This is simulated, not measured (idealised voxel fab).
Process module name: voxel gate over fins
We display cut, a cross-section 165 nm in width whose square cells are each 5 nm.
Cross-sections here: square-cell grids, written as top-down lists of bands, a band being one or more rows of cells.
Heads up on the band format: heights come first, top then bottom, in nm. After that it's the materials left to right, each with its width in nm. A single material flagged "full width" fills the whole band edge to edge, and "blank" means there's empty space there.
We count height from 0. Below that, the starting wafer is all one material. The lowest band never ends at the bottom but goes on down; see "top 0, no bottom" for how that is written.
Per-row width for "30 to 40": begins at first number (top row of band), ends at second number (bottom row), increment between rows held constant.
It should be understood that the words "stayed the same", when stated for a given step, signify that the cross-section underwent no change in any of its cells during that step.
"Catalogued sealed voids" specifies each empty space that is not open to the top and that occupies no fewer than 8 cells, using the form width x height at distance, the distance measured from the left edge and all three quantities in nm.
Post-settings text on a step line: simulator's own remark regarding the step.
What "overlay nm" on a step's line means: if the step has a mask, that mask lay this far to the right of its planned place, or, when the value is negative, to the left.

Here's what the planned process steps look like:
1. RECEIVE (material Si)
2. CONFORMAL_DEP (material SiN; thk nm 10)
3. MASKED_ETCH (tone cover; mask id FINS; width nm 15; pitch nm 55; etch materials SiN; depth nm 10; overlay nm 0)
4. MASKED_ETCH (tone cover; mask id FINS; width nm 15; pitch nm 55; etch materials Si; depth nm 30; overlay nm 0)
5. OXIDIZE (depth nm 5)
6. FILL_DEP (material SiO2; thk nm 5)
7. CMP (height nm 10)
8. DIRECTIONAL_DEP (material aC; thk nm 10)
9. PATTERN (tone open; mask id RAIL; material resist; width nm 15; thk nm 30; overlay nm 0)
10. DIRECTIONAL_ETCH (etch materials aC; depth nm 10)
11. STRIP (etch materials resist)
12. DIRECTIONAL_ETCH (etch materials SiO2; depth nm 35)
13. STRIP (etch materials aC)
14. CONFORMAL_DEP (material TiN; thk nm 5)
15. FILL_DEP (material W; thk nm 5)
16. CMP (height nm 10)
17. SELECTIVE_ETCH (etch materials W Ru TiN; depth nm 30)
18. FILL_DEP (material SiO2; thk nm 5)
19. CMP (height nm 10)
20. SELECTIVE_ETCH (etch materials SiO2; depth nm 20)
21. STRIP (etch materials SiN)
22. CONFORMAL_DEP (material HfO2; thk nm 5)
23. CONFORMAL_DEP (material TiN; thk nm 5)
24. CONFORMAL_DEP (material TiAl; thk nm 5)
25. CONFORMAL_DEP (material TiN; thk nm 5)
26. FILL_DEP (material W; thk nm 10)
27. CMP (height nm 25)
28. CONFORMAL_DEP (material SiN; thk nm 10)
The wafers in this document start out alike and differ in the width nm applied at step 4; the plan shows the value used for the first wafer.

As-received state after step 1, first of several wafers, cross-section:
  top 0, no bottom: Si full width
  Catalogued sealed voids: none

Per-wafer rows below. For each material: cells gained (+) or lost (-) since the wafer was received, as of end of module. Then: closed voids:
width nm 15; +41 HfO2; -217 Si; +66 SiN; +152 SiO2; +41 TiAl; +85 TiN; +63 W; Catalogued sealed voids: none
width nm 20; +41 HfO2; -205 Si; +66 SiN; +142 SiO2; +41 TiAl; +85 TiN; +61 W; Catalogued sealed voids: none
width nm 25; +41 HfO2; -193 Si; +66 SiN; +132 SiO2; +41 TiAl; +85 TiN; +59 W; Catalogued sealed voids: none
width nm 30; +41 HfO2; -181 Si; +66 SiN; +122 SiO2; +41 TiAl; +84 TiN; +58 W; Catalogued sealed voids: none
